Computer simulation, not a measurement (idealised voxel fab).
process module | voxel capacitor over wiring
cross-section cut | 155 nm wide | cells 5 nm
A cross-section is a grid of square cells, given in bands from the top down. A band is one or more rows of cells.
Each band's line starts with the height of the band's top and of its bottom, in nm. Then come its materials from left to right, each with its width in nm. One material with "throughout" fills the band from edge to edge. "air" is empty space.
Height 0 is the level under which the wafer as received is all one material. The lowest band goes on downwards, as in "0 down".
A width such as "30 to 40" changes by the same amount from each row of cells to the next, from the band's top row to its bottom row.
"no change" after a step means that no cell of the cross-section changed.
closed voids: empty space of 8 cells or more with no open way to the top, each as width x height at its distance from the left edge, in nm
after a step's settings: what the simulator itself notes on the step
overlay nm, on a step with a mask: how far to the right of its planned place the mask lay; to the left if negative
plan
1 op RECEIVE | material Si
2 op CONFORMAL_DEP | material SiO2 | thk nm 10
3 op CONFORMAL_DEP | material SiCN | thk nm 5
4 op DIRECTIONAL_DEP | material SiO2 | thk nm 25
5 op MASKED_ETCH | tone open | mask id METAL_1 | width nm 25 | pitch nm 95 | etch materials SiO2 | depth nm 25 | overlay nm 0
6 op MASKED_ETCH | tone open | mask id METAL_1 | width nm 25 | pitch nm 95 | etch materials SiCN | depth nm 5 | overlay nm 0
7 op CONFORMAL_DEP | material TiN | thk nm 5
8 op FILL_DEP | material Cu | thk nm 5
9 op CMP | height nm 40
10 op EPI | material Ru | thk nm 5
11 op FILL_DEP | material SiCN | thk nm 5
12 op DIRECTIONAL_DEP | material SiO2 | thk nm 20
13 op MASKED_ETCH | tone open | mask id PLUG_1 | width nm 15 | etch materials SiO2 | depth nm 20 | overlay nm 0
14 op MASKED_ETCH | tone open | mask id PLUG_1 | width nm 15 | etch materials SiCN | depth nm 5 | overlay nm 0
15 op CONFORMAL_DEP | material TiN | thk nm 5
16 op FILL_DEP | material Ru | thk nm 10
17 op CMP | height nm 70
18 op DIRECTIONAL_DEP | material TiN | thk nm 5
19 op DIRECTIONAL_DEP | material SiN | thk nm 5
20 op DIRECTIONAL_DEP | material TiN | thk nm 5
21 op DIRECTIONAL_DEP | material aC | thk nm 15
22 op PATTERN | tone cover | mask id UPPER_PLATE | material resist | width nm 75 | thk nm 35 | overlay nm 0
23 op DIRECTIONAL_ETCH | etch materials aC | depth nm 15
24 op STRIP | etch materials resist
25 op DIRECTIONAL_ETCH | etch materials TiN | depth nm 5
26 op DIRECTIONAL_ETCH | etch materials SiN | depth nm 5
27 op STRIP | etch materials aC
28 op MASKED_ETCH | tone cover | mask id LOWER_PLATE | width nm 85 | etch materials TiN | depth nm 5 | overlay nm 0
29 op FILL_DEP | material SiO2 | thk nm 20
30 op CMP | height nm 100
31 op MASKED_ETCH | tone open | mask id PLUG_2 | width nm 15 | etch materials SiO2 | depth nm 15 | overlay nm 0
32 op CONFORMAL_DEP | material TiN | thk nm 5
33 op FILL_DEP | material Cu | thk nm 5
34 op CMP | height nm 100
35 op CONFORMAL_DEP | material SiCN | thk nm 5
as received, after step 1
  0 down: Si throughout
  closed voids: none
first wafer at the end, as planned
  105 to 100: SiCN throughout
  100 to 90: SiO2 35 | TiN 5 | Cu 5 | TiN 5 | SiO2 105
  90 to 80: SiO2 35 to 25 | TiN 15 to 75 | SiO2 105 to 55
  80 to 75: SiO2 25 | SiN 75 | SiO2 55
  75 to 70: SiO2 20 | TiN 85 | SiO2 50
  70 to 50: SiO2 25 | TiN 5 | Ru 5 | TiN 5 | SiO2 115
  50 to 45: SiCN 25 | TiN 15 | SiCN 115
  45 to 40: SiCN 10 | Ru 35 | SiCN 60 | Ru 35 | SiCN 15
  40 to 15: SiO2 15 | TiN 5 | Cu 15 | TiN 5 | SiO2 70 | TiN 5 | Cu 15 | TiN 5 | SiO2 20
  15 to 10: SiCN 15 | TiN 25 | SiCN 70 | TiN 25 | SiCN 20
  10 to 0: SiO2 throughout
  0 down: Si throughout
  closed voids: none
second wafer at the end: like start, like plan, one mistake
  105 to 100: SiCN throughout
  100 to 90: SiO2 35 | TiN 5 | Cu 5 | TiN 5 | SiO2 105
  90 to 80: SiO2 35 to 25 | TiN 15 to 75 | SiO2 105 to 55
  80 to 75: SiO2 25 | SiN 75 | SiO2 55
  75 to 70: SiO2 20 | TiN 85 | SiO2 50
  70 to 50: SiO2 25 | TiN 5 | Ru 5 | TiN 5 | SiO2 115
  50 to 45: SiCN 25 | TiN 15 | SiCN 115
  45 to 40: SiCN 10 | Ru 35 | SiCN 60 | Ru 35 | SiCN 15
  40 to 15: SiO2 15 | TiN 5 | Cu 15 | TiN 5 | SiO2 70 | TiN 5 | Cu 15 | TiN 5 | SiO2 20
  15 to 10: SiCN 15 | TiN 25 | SiCN 70 | TiN 25 | SiCN 20
  10 to 0: Cu throughout
  0 down: Si throughout
  closed voids: none
what went wrong: step 2 ran as: op CONFORMAL_DEP | material Cu | thk nm 10
at the end the second wafer has, in cells: 62 more of Cu | 62 fewer of SiO2
